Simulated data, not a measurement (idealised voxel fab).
You're looking at the process module voxel trench capacitor.
Section cut is 160 nm wide and gridded with 5 nm square cells.
How to read a cross-section here: the picture is a grid of square cells, written as bands going from the top down, and any band can span one or more rows of cells.
For a band, the entry starts with two heights in nm, that of the top and then that of the bottom, and carries on with the band's materials in order from left to right, each alongside its width in nm; the word "full width" beside a single material means it fills the band edge to edge, and "empty" means empty space.
Ref level 0: as-received wafer is one material below here. Bottom band extends down with no lower bound ("0 nm and below").
Quick explanation for "30 to 40": the width changes in equal steps down the rows of cells, from the first number in the band's top row to the second number in its bottom row.
Key: "nothing altered" - step with no changed cell in the cross-section.
Under "Closed void register" you'll find the enclosed gaps, the ones with no way out to the top, that are 8 cells or bigger; each reads width x height at distance, with distance counted from the left edge, everything in nm.
On a step's line, text after the settings is the simulator commenting on that step.
Steps that use a mask can have "overlay nm" on their line. It says how far the mask sat to the right of where it was meant to be. Negative means to the left.
LISTED BELOW ARE THE PROCESS STEPS AS PLANNED
- 1: op RECEIVE | material Si
- 2: op CONFORMAL_DEP | material SiN | thk nm 5
- 3: op DIRECTIONAL_DEP | material aC | thk nm 15
- 4: op PATTERN | tone open | mask id TRENCH | material resist | width nm 25 | pitch nm 45 | thk nm 35 | overlay nm 0
- 5: op DIRECTIONAL_ETCH | etch materials aC | depth nm 15
- 6: op STRIP | etch materials resist
- 7: op DIRECTIONAL_ETCH | etch materials SiN | depth nm 5
- 8: op DIRECTIONAL_ETCH | etch materials Si | depth nm 30
- 9: op STRIP | etch materials aC
- 10: op CONFORMAL_DEP | material Al2O3 | thk nm 5
- 11: op CONFORMAL_DEP | material TiN | thk nm 5
- 12: op FILL_DEP | material W | thk nm 10
- 13: op CMP | height nm 5
HERE'S WHAT THE WAFER LOOKED LIKE IN CROSS-SECTION WHEN IT ARRIVED - THAT'S AFTER STEP 1
    0 nm and below  Si full width
    Closed void register: none
STARTING WAFER: ABOVE. PLAN: ABOVE. RUN: ONE MISTAKE. CROSS-SECTION AFTER THE MODULE: BELOW
    5 nm to 0 nm  SiN 45, then Al2O3 5, then TiN 5, then W 5, then TiN 5, then Al2O3 5, then SiN 20, then Al2O3 5, then TiN 5, then W 5, then TiN 5, then Al2O3 5, then SiN 45
    0 nm to -30 nm  Si 45, then Al2O3 5, then TiN 5, then W 5, then TiN 5, then Al2O3 5, then Si 20, then Al2O3 5, then TiN 5, then W 5, then TiN 5, then Al2O3 5, then Si 45
    -30 nm to -35 nm  Si 45, then Al2O3 5, then TiN 15, then Al2O3 5, then Si 20, then Al2O3 5, then TiN 15, then Al2O3 5, then Si 45
    -35 nm to -40 nm  Si 45, then Al2O3 25, then Si 20, then Al2O3 25, then Si 45
    -40 nm and below  Si full width
    Closed void register: none
Short version of what went wrong: note that step 8 departed from the planned setting and was carried out as op DIRECTIONAL_ETCH | etch materials Si | depth nm 40
